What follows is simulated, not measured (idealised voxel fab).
process module | voxel self aligned vias
cross-section cut | 285 nm wide | cells 5 nm
A cross-section is a grid of square cells, given in bands from the top down. A band is one or more rows of cells.
Each band's line starts with the height of the band's top and of its bottom, in nm. Then come its materials from left to right, each with its width in nm. One material with "throughout" fills the band from edge to edge. "air" is empty space.
Height 0 is the level under which the wafer as received is all one material. The lowest band goes on downwards, as in "0 down".
A width such as "30 to 40" changes by the same amount from each row of cells to the next, from the band's top row to its bottom row.
"no change" after a step means that no cell of the cross-section changed.
closed voids: empty space of 8 cells or more with no open way to the top, each as width x height at its distance from the left edge, in nm
after a step's settings: what the simulator itself notes on the step
overlay nm, on a step with a mask: how far to the right of its planned place the mask lay; to the left if negative
plan
1 op RECEIVE | material Si
2 op CONFORMAL_DEP | material SiO2 | thk nm 15
3 op CONFORMAL_DEP | material SiCN | thk nm 5
4 op DIRECTIONAL_DEP | material lowk | thk nm 30
5 op DIRECTIONAL_DEP | material aC | thk nm 10
6 op PATTERN | tone open | mask id LINES | material resist | width nm 20 | pitch nm 60 | thk nm 30 | overlay nm 0
7 op DIRECTIONAL_ETCH | etch materials aC | depth nm 10
8 op STRIP | etch materials resist
9 op DIRECTIONAL_ETCH | etch materials lowk | depth nm 30
10 op STRIP | etch materials aC
11 op CONFORMAL_DEP | material TiN | thk nm 5
12 op FILL_DEP | material W | thk nm 10
13 op CMP | height nm 50
14 op SELECTIVE_ETCH | etch materials W Ru TiN | depth nm 10
15 op FILL_DEP | material SiN | thk nm 10
16 op CMP | height nm 50
17 op DIRECTIONAL_DEP | material lowk | thk nm 15
18 op PATTERN | tone open | mask id VIAS | material resist | width nm 40 | thk nm 15 | overlay nm 0
19 op DIRECTIONAL_ETCH | etch materials lowk | depth nm 15
20 op DIRECTIONAL_ETCH | etch materials SiN | depth nm 10
21 op STRIP | etch materials resist
22 op CONFORMAL_DEP | material TiN | thk nm 5
23 op FILL_DEP | material W | thk nm 5
24 op CMP | height nm 65
25 op CONFORMAL_DEP | material SiN | thk nm 5
as received, after step 1
  0 down: Si throughout
  closed voids: none
a wafer at the end: this start, this plan, one mistake
  70 to 65: SiN throughout
  65 to 55: lowk 90 | TiN 5 | W 30 | TiN 5 | lowk 155
  55 to 50: lowk 90 | TiN 40 | lowk 155
  50 to 40: lowk 100 | SiO2 20 | lowk 40 | SiO2 20 | lowk 105
  40 to 25: lowk 100 | TiN 5 | W 10 | TiN 5 | lowk 40 | TiN 5 | W 10 | TiN 5 | lowk 105
  25 to 20: lowk 100 | TiN 20 | lowk 40 | TiN 20 | lowk 105
  20 to 15: SiCN throughout
  15 to 0: SiO2 throughout
  0 down: Si throughout
  closed voids: none
what went wrong: step 15 ran as: op FILL_DEP | material SiO2 | thk nm 10
